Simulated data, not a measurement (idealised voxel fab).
Proc. module: voxel quadruple lines
230 nm wide, 5 nm square cells: that's cross-section cut.
Cross-section format: a grid of square cells, given as bands from top to bottom; each band is one or more rows of cells. Basically the band line says how high the top is and how high the bottom is, in nm, and then what's in it from left to right, every material with its width in nm. Empty space shows up as "blank", and if a single material carries "throughout" it runs the full band edge to edge. For the purposes of this specification, 0 denotes the height below which the wafer in its as-received condition is composed wholly of one material, and the lowermost band, lacking a lower limit, extends downward without end, as expressed in "0 and below". A width such as "30 to 40" changes by the same amount from each row of cells to the next, from the band's top row to its bottom row. Reading "nothing was modified" for a step: not a cell of the cross-section changed in it. The list in "Sealed void list" covers empty spaces of 8 cells or more that cannot reach the top through any open way, and it gives each as width x height at distance; the distance is from the left edge, and width, height and distance are in nm. Formally, on a step line, whatever follows the settings is a remark that the simulator itself makes on the step. You can add "overlay nm" to a step's line. For a step with a mask, it describes how far the mask lay to the right of its planned position, and a negative number describes a lay to the left.

Set out below are the planned steps of the process
1. RECEIVE, material Si
2. CONFORMAL_DEP, material SiO2, thk nm 10
3. DIRECTIONAL_DEP, material Ru, thk nm 10
4. DIRECTIONAL_DEP, material polySi, thk nm 20
5. DIRECTIONAL_DEP, material aC, thk nm 20
6. PATTERN, tone cover, mask id MANDREL, material resist, width nm 35, pitch nm 100, thk nm 30, overlay nm 0
7. DIRECTIONAL_ETCH, etch materials aC, depth nm 20
8. STRIP, etch materials resist
9. CONFORMAL_DEP, material SiO2, thk nm 15
10. DIRECTIONAL_ETCH, etch materials SiO2, depth nm 15
11. STRIP, etch materials aC
12. DIRECTIONAL_ETCH, etch materials polySi, depth nm 20
13. STRIP, etch materials SiO2
14. CONFORMAL_DEP, material SiN, thk nm 10
15. DIRECTIONAL_ETCH, etch materials SiN, depth nm 10
16. STRIP, etch materials polySi
17. DIRECTIONAL_ETCH, etch materials Ru, depth nm 10
18. STRIP, etch materials SiN

Received-state cross-section, reflecting completion of step 1
* 0 and below = Si throughout
* Sealed void list: none

Final wafer profile in cross-section after the module, from the same start and plan as above, with one mistake made during processing
* 20 down to 10 = blank 30 nm | Ru 10 nm | blank 15 nm | Ru 10 nm | blank 15 nm | Ru 10 nm | blank 15 nm | Ru 10 nm | blank 15 nm | Ru 10 nm | blank 15 nm | Ru 10 nm | blank 15 nm | Ru 10 nm | blank 15 nm | Ru 10 nm | blank 15 nm
* 10 down to 0 = SiO2 throughout
* 0 and below = Si throughout
* Sealed void list: none
Diagnosis: step 6 ran with different settings than intended, the actual operation and settings being PATTERN, tone cover, mask id MANDREL, material resist, width nm 35, pitch nm 100, thk nm 30, overlay nm 10
